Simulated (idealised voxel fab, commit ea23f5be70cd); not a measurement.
This section sets out a process module, namely voxel trench capacitor.
The cross-section on display is named cut; it measures 270 nm wide, and its cells are 5 nm squares.
Bands, listed from the top down, are how a cross-section gets written in this document; the cross-section itself is a grid of square cells, and a band is one or more rows of them. Within each band entry, the heights of the top and of the bottom of the band appear first, in that order and in nm; the materials of the band then follow from left to right, each with its corresponding width in nm. The designation "all across" on a single material indicates that it fills the band from edge to edge; the designation "blank" indicates empty space. For the purposes of this specification, 0 denotes the height below which the wafer in its as-received condition is composed wholly of one material, and the lowermost band, lacking a lower limit, extends downward without end, as expressed in "top 0, no bottom". Top row gets the first number, bottom row gets the second, and each row in between changes by the same step: that is how a band width like "30..40" works. For the purposes of this document, the phrase "no change" attached to a step denotes that no cell within the cross-section was modified by that step. Entry "Sealed void list". Content: empty spaces with no open connection to the top, size 8 cells or greater. Each: width x height at distance. Distance: from left edge. Unit: nm. Read whatever lies past the settings on a step's line as the simulator's own remark about the step. The "overlay nm" setting may appear on a step's line; for a step that uses a mask, it gives how far to the right of its planned position the mask lay, and a negative value indicates the left.

HERE'S WHAT THE PLANNED PROCESS STEPS LOOK LIKE
- 1: RECEIVE | material Si
- 2: CONFORMAL_DEP | material SiN | thk nm 5
- 3: DIRECTIONAL_DEP | material aC | thk nm 15
- 4: PATTERN | tone open | mask id TRENCH | material resist | width nm 25 | pitch nm 45 | thk nm 35 | overlay nm 0
- 5: DIRECTIONAL_ETCH | etch materials aC | depth nm 15
- 6: STRIP | etch materials resist
- 7: DIRECTIONAL_ETCH | etch materials SiN | depth nm 5
- 8: DIRECTIONAL_ETCH | etch materials Si | depth nm 25
- 9: STRIP | etch materials aC
- 10: CONFORMAL_DEP | material Al2O3 | thk nm 5
- 11: FILL_DEP | material polySi | thk nm 5
- 12: CMP | height nm 5

CROSS-SECTION, INCOMING MATERIAL, AFTER STEP 1
	top 0, no bottom  Si all across
	Sealed void list: none

CROSS-SECTION, FIRST OF TWO WAFERS, END OF MODULE, RUN AS PLANNED
	top 5, bottom 0  SiN (100); Al2O3 (5); polySi (15); Al2O3 (5); SiN (20); Al2O3 (5); polySi (15); Al2O3 (5); SiN (100)
	top 0, bottom -20  Si (100); Al2O3 (5); polySi (15); Al2O3 (5); Si (20); Al2O3 (5); polySi (15); Al2O3 (5); Si (100)
	top -20, bottom -25  Si (100); Al2O3 (25); Si (20); Al2O3 (25); Si (100)
	top -25, no bottom  Si all across
	Sealed void list: none

THE SECOND WAFER, SHOWN IN CROSS-SECTION AFTER THE MODULE: STARTED THE SAME WAY AS THE FIRST AND GIVEN THE SAME PLAN, YET ONE MISTAKE CREPT INTO HOW IT WAS RUN
	top 5, bottom 0  SiN (100); Al2O3 (5); polySi (15); Al2O3 (5); SiN (20); Al2O3 (5); polySi (15); Al2O3 (5); SiN (100)
	top 0, bottom -45  Si (100); Al2O3 (5); polySi (15); Al2O3 (5); Si (20); Al2O3 (5); polySi (15); Al2O3 (5); Si (100)
	top -45, bottom -50  Si (100); Al2O3 (25); Si (20); Al2O3 (25); Si (100)
	top -50, no bottom  Si all across
	Sealed void list: none
Finding, execution versus plan: step 8 was run twice
The closing comparison, in cells, has the second wafer with more or fewer of some materials than the first: 20 more of Al2O3; 50 fewer of Si; 30 more of polySi
